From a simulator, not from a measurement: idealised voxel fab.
process module | voxel self aligned vias
cross-section cut | 300 nm wide | cells 5 nm
A cross-section is a grid of square cells, given in bands from the top down. A band is one or more rows of cells.
Each band's line starts with the height of the band's top and of its bottom, in nm. Then come its materials from left to right, each with its width in nm. One material with "throughout" fills the band from edge to edge. "air" is empty space.
Height 0 is the level under which the wafer as received is all one material. The lowest band goes on downwards, as in "0 down".
A width such as "30 to 40" changes by the same amount from each row of cells to the next, from the band's top row to its bottom row.
"no change" after a step means that no cell of the cross-section changed.
closed voids: empty space of 8 cells or more with no open way to the top, each as width x height at its distance from the left edge, in nm
after a step's settings: what the simulator itself notes on the step
overlay nm, on a step with a mask: how far to the right of its planned place the mask lay; to the left if negative
plan
1 op RECEIVE | material Si
2 op CONFORMAL_DEP | material SiO2 | thk nm 10
3 op CONFORMAL_DEP | material SiCN | thk nm 5
4 op DIRECTIONAL_DEP | material SiO2 | thk nm 30
5 op DIRECTIONAL_DEP | material aC | thk nm 15
6 op PATTERN | tone open | mask id LINES | material resist | width nm 20 | pitch nm 55 | thk nm 30 | overlay nm 0
7 op DIRECTIONAL_ETCH | etch materials aC | depth nm 15
8 op STRIP | etch materials resist
9 op DIRECTIONAL_ETCH | etch materials SiO2 | depth nm 30
10 op STRIP | etch materials aC
11 op CONFORMAL_DEP | material TiN | thk nm 5
12 op FILL_DEP | material Ru | thk nm 10
13 op CMP | height nm 45
14 op SELECTIVE_ETCH | etch materials W Ru TiN | depth nm 5
15 op FILL_DEP | material SiN | thk nm 5
16 op CMP | height nm 45
17 op DIRECTIONAL_DEP | material SiO2 | thk nm 15
18 op MASKED_ETCH | tone open | mask id VIAS | width nm 30 | pitch nm 55 | etch materials SiO2 | depth nm 15 | overlay nm 0
19 op MASKED_ETCH | tone open | mask id VIAS | width nm 30 | pitch nm 55 | etch materials SiN | depth nm 5 | overlay nm 0
20 op CONFORMAL_DEP | material TiN | thk nm 5
21 op FILL_DEP | material Cu | thk nm 5
22 op CMP | height nm 60
23 op CONFORMAL_DEP | material SiCN | thk nm 5
as received, after step 1
  0 down: Si throughout
  closed voids: none
first wafer at the end, as planned
  65 to 60: SiCN throughout
  60 to 50: SiO2 80 | TiN 5 | Cu 20 | TiN 5 | SiO2 25 | TiN 5 | Cu 20 | TiN 5 | SiO2 25 | TiN 5 | Cu 20 | TiN 5 | SiO2 80
  50 to 45: SiO2 80 | TiN 10 | Cu 10 | TiN 10 | SiO2 25 | TiN 10 | Cu 10 | TiN 10 | SiO2 25 | TiN 10 | Cu 10 | TiN 10 | SiO2 80
  45 to 40: SiO2 85 | TiN 20 | SiO2 35 | TiN 20 | SiO2 35 | TiN 20 | SiO2 85
  40 to 20: SiO2 85 | TiN 5 | Ru 10 | TiN 5 | SiO2 35 | TiN 5 | Ru 10 | TiN 5 | SiO2 35 | TiN 5 | Ru 10 | TiN 5 | SiO2 85
  20 to 15: SiO2 85 | TiN 20 | SiO2 35 | TiN 20 | SiO2 35 | TiN 20 | SiO2 85
  15 to 10: SiCN throughout
  10 to 0: SiO2 throughout
  0 down: Si throughout
  closed voids: none
second wafer at the end: like start, like plan, one mistake
  65 to 60: SiCN throughout
  60 to 45: SiO2 80 | TiN 5 | Cu 20 | TiN 5 | SiO2 25 | TiN 5 | Cu 20 | TiN 5 | SiO2 25 | TiN 5 | Cu 20 | TiN 5 | SiO2 80
  45 to 40: SiN 80 | TiN 30 | SiN 25 | TiN 30 | SiN 25 | TiN 30 | SiN 80
  40 to 35: TiN 90 | Ru 10 | TiN 45 | Ru 10 | TiN 45 | Ru 10 | TiN 90
  35 to 10: SiO2 85 | TiN 5 | Ru 10 | TiN 5 | SiO2 35 | TiN 5 | Ru 10 | TiN 5 | SiO2 35 | TiN 5 | Ru 10 | TiN 5 | SiO2 85
  10 to 5: SiO2 85 | TiN 20 | SiO2 35 | TiN 20 | SiO2 35 | TiN 20 | SiO2 85
  5 to 0: SiCN throughout
  0 down: Si throughout
  closed voids: none
what went wrong: step 2 was left out
at the end the second wafer has, in cells: 6 more of Cu | 12 more of Ru | 42 more of SiN | 120 fewer of SiO2 | 60 more of TiN
